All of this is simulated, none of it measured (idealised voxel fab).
The following process module bears the name voxel wiring stack.
This is section cut - it's 175 nm across, gridded in 5 nm square cells.
In what follows, cross-sections appear as grids of square cells, described through bands that run from the top down, where every band is one or more rows of cells. The entry gives the band's vertical extent as a top height and a bottom height in nm, then its horizontal make-up as materials from left to right, each with a width in nm. "blank" stands for empty space; a single material marked "throughout" fills the band edge to edge. Counting heights begins at 0, where everything beneath is, in the wafer as received, one material. The lowest band has no bottom; it goes on downwards, as "0 nm and below" shows. So if you see something like "30 to 40" for the width, read it as the top row of the band sitting at the first number and the bottom row at the second, with every row in between moving by the same amount as the last. "remained the same", as given for a step, is the statement that not any cell of the cross-section underwent a change during that step. Each empty space that has no open way to the top and spans at least 8 cells appears under "Completely sealed voids" as width x height at distance, the distance counted from the left edge, all in nm. Post-settings text on a step line: simulator's own remark regarding the step. The "overlay nm" setting may appear on a step's line; for a step that uses a mask, it gives how far to the right of its planned position the mask lay, and a negative value indicates the left.

The process steps that were planned are listed below
1 RECEIVE with material Si
2 CONFORMAL_DEP with material SiO2, thk nm 15
3 DIRECTIONAL_DEP with material TiN, thk nm 5
4 DIRECTIONAL_DEP with material Ru, thk nm 15
5 MASKED_ETCH with tone cover, mask id METAL_1, width nm 25, pitch nm 55, etch materials Ru, depth nm 15, overlay nm 0
6 MASKED_ETCH with tone cover, mask id METAL_1, width nm 25, pitch nm 55, etch materials TiN, depth nm 5, overlay nm 0
7 FILL_DEP with material lowk, thk nm 5
8 CMP with height nm 35
9 CONFORMAL_DEP with material SiCN, thk nm 5
10 DIRECTIONAL_DEP with material lowk, thk nm 10
11 DIRECTIONAL_DEP with material aC, thk nm 15
12 PATTERN with tone open, mask id PLUG_1, material resist, width nm 15, pitch nm 55, thk nm 30, overlay nm 0
13 DIRECTIONAL_ETCH with etch materials aC, depth nm 15
14 STRIP with etch materials resist
15 DIRECTIONAL_ETCH with etch materials lowk, depth nm 10
16 DIRECTIONAL_ETCH with etch materials SiCN, depth nm 5
17 STRIP with etch materials aC
18 CONFORMAL_DEP with material TiN, thk nm 5
19 FILL_DEP with material Ru, thk nm 5
20 CMP with height nm 50
21 CONFORMAL_DEP with material SiCN, thk nm 5
22 DIRECTIONAL_DEP with material SiO2, thk nm 15
23 PATTERN with tone open, mask id METAL_2, material resist, width nm 25, pitch nm 55, thk nm 15, overlay nm 0
24 DIRECTIONAL_ETCH with etch materials SiO2, depth nm 15
25 DIRECTIONAL_ETCH with etch materials SiCN, depth nm 5
26 STRIP with etch materials resist
27 CONFORMAL_DEP with material TiN, thk nm 5
28 FILL_DEP with material Ru, thk nm 5
29 CMP with height nm 70
30 CONFORMAL_DEP with material SiCN, thk nm 5
31 DIRECTIONAL_DEP with material SiO2, thk nm 30
32 MASKED_ETCH with tone open, mask id METAL_3_HOLES, width nm 15, etch materials SiO2, depth nm 30, overlay nm 0
33 MASKED_ETCH with tone open, mask id METAL_3, width nm 25, pitch nm 55, etch materials SiO2, depth nm 15, overlay nm 0
34 MASKED_ETCH with tone open, mask id METAL_3, width nm 25, pitch nm 55, etch materials SiCN, depth nm 5, overlay nm 0
35 CONFORMAL_DEP with material TiN, thk nm 5
36 FILL_DEP with material Ru, thk nm 5
37 CMP with height nm 105
38 CONFORMAL_DEP with material SiCN, thk nm 5
It is noted that the wafers described herein are identical at the outset and are distinguished by the thk nm of step 3; the value stated in the plan corresponds to the first wafer.

First of several wafers (as received, post step 1), cross-sectional view
0 nm and below: Si throughout
Completely sealed voids: none

Each row below is a wafer at the end of the module, listing for every material the number of cells it has gained (+) or lost (-) since it was received, followed by its closed voids
thk nm 5 | +68 Ru | +121 SiCN | +351 SiO2 | +72 TiN | +158 lowk | Completely sealed voids: none
thk nm 10 | +58 Ru | +121 SiCN | +351 SiO2 | +107 TiN | +133 lowk | Completely sealed voids: none
thk nm 15 | +48 Ru | +121 SiCN | +351 SiO2 | +142 TiN | +108 lowk | Completely sealed voids: none
thk nm 20 | +38 Ru | +121 SiCN | +351 SiO2 | +177 TiN | +83 lowk | Completely sealed voids: none
